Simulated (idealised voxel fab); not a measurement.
process module | voxel air gaps
cross-section cut | 155 nm wide | cells 5 nm
A cross-section is a grid of square cells, given in bands from the top down. A band is one or more rows of cells.
Each band's line starts with the height of the band's top and of its bottom, in nm. Then come its materials from left to right, each with its width in nm. One material with "throughout" fills the band from edge to edge. "air" is empty space.
Height 0 is the level under which the wafer as received is all one material. The lowest band goes on downwards, as in "0 down".
A width such as "30 to 40" changes by the same amount from each row of cells to the next, from the band's top row to its bottom row.
"no change" after a step means that no cell of the cross-section changed.
closed voids: empty space of 8 cells or more with no open way to the top, each as width x height at its distance from the left edge, in nm
after a step's settings: what the simulator itself notes on the step
overlay nm, on a step with a mask: how far to the right of its planned place the mask lay; to the left if negative
plan
1 op RECEIVE | material Si
2 op CONFORMAL_DEP | material SiO2 | thk nm 15
3 op CONFORMAL_DEP | material SiN | thk nm 5
4 op DIRECTIONAL_DEP | material lowk | thk nm 35
5 op DIRECTIONAL_DEP | material aC | thk nm 10
6 op PATTERN | tone open | mask id LINES | material resist | width nm 15 | pitch nm 40 | thk nm 30 | overlay nm 0
7 op DIRECTIONAL_ETCH | etch materials aC | depth nm 10
8 op STRIP | etch materials resist
9 op DIRECTIONAL_ETCH | etch materials lowk | depth nm 35
10 op STRIP | etch materials aC
11 op CONFORMAL_DEP | material TiN | thk nm 5
12 op FILL_DEP | material Ru | thk nm 5
13 op CMP | height nm 55
14 op EPI | material Ru | thk nm 10
15 op SELECTIVE_ETCH | etch materials lowk | depth nm 45
16 op CONFORMAL_DEP | material SiN | thk nm 5
as received, after step 1
  0 down: Si throughout
  closed voids: none
first wafer at the end, as planned
  70 to 65: air 15 | SiN 125 | air 15
  65 to 55: air 15 | SiN 5 | Ru 35 | SiN 5 | Ru 35 | SiN 5 | Ru 35 | SiN 5 | air 15
  55 to 50: air 15 | SiN 15 | TiN 5 | Ru 5 | TiN 5 | SiN 25 | TiN 5 | Ru 5 | TiN 5 | SiN 25 | TiN 5 | Ru 5 | TiN 5 | SiN 15 | air 15
  50 to 25: air 25 | SiN 5 | TiN 5 | Ru 5 | TiN 5 | SiN 5 | air 15 | SiN 5 | TiN 5 | Ru 5 | TiN 5 | SiN 5 | air 15 | SiN 5 | TiN 5 | Ru 5 | TiN 5 | SiN 5 | air 25
  25 to 20: SiN 30 | TiN 15 | SiN 25 | TiN 15 | SiN 25 | TiN 15 | SiN 30
  20 to 15: SiN throughout
  15 to 0: SiO2 throughout
  0 down: Si throughout
  closed voids: 15 x 25 at 50; 15 x 25 at 90
second wafer at the end: like start, like plan, one mistake
  70 to 65: air 15 | SiN 125 | air 15
  65 to 55: air 15 | SiN 5 | Ru 35 | SiN 5 | Ru 35 | SiN 5 | Ru 35 | SiN 5 | air 15
  55 to 25: air 15 | SiN 5 | Ru 10 | TiN 5 | Ru 5 | TiN 5 | Ru 10 | SiN 5 | Ru 10 | TiN 5 | Ru 5 | TiN 5 | Ru 10 | SiN 5 | Ru 10 | TiN 5 | Ru 5 | TiN 5 | Ru 10 | SiN 5 | air 15
  25 to 20: SiN 20 | Ru 10 | TiN 15 | Ru 10 | SiN 5 | Ru 10 | TiN 15 | Ru 10 | SiN 5 | Ru 10 | TiN 15 | Ru 10 | SiN 20
  20 to 15: SiN throughout
  15 to 0: SiO2 throughout
  0 down: Si throughout
  closed voids: none
what went wrong: steps 14 and 15 were swapped
at the end the second wafer has, in cells: 84 more of Ru | 34 fewer of SiN
closed voids at the end (first wafer, second wafer): 2, 0
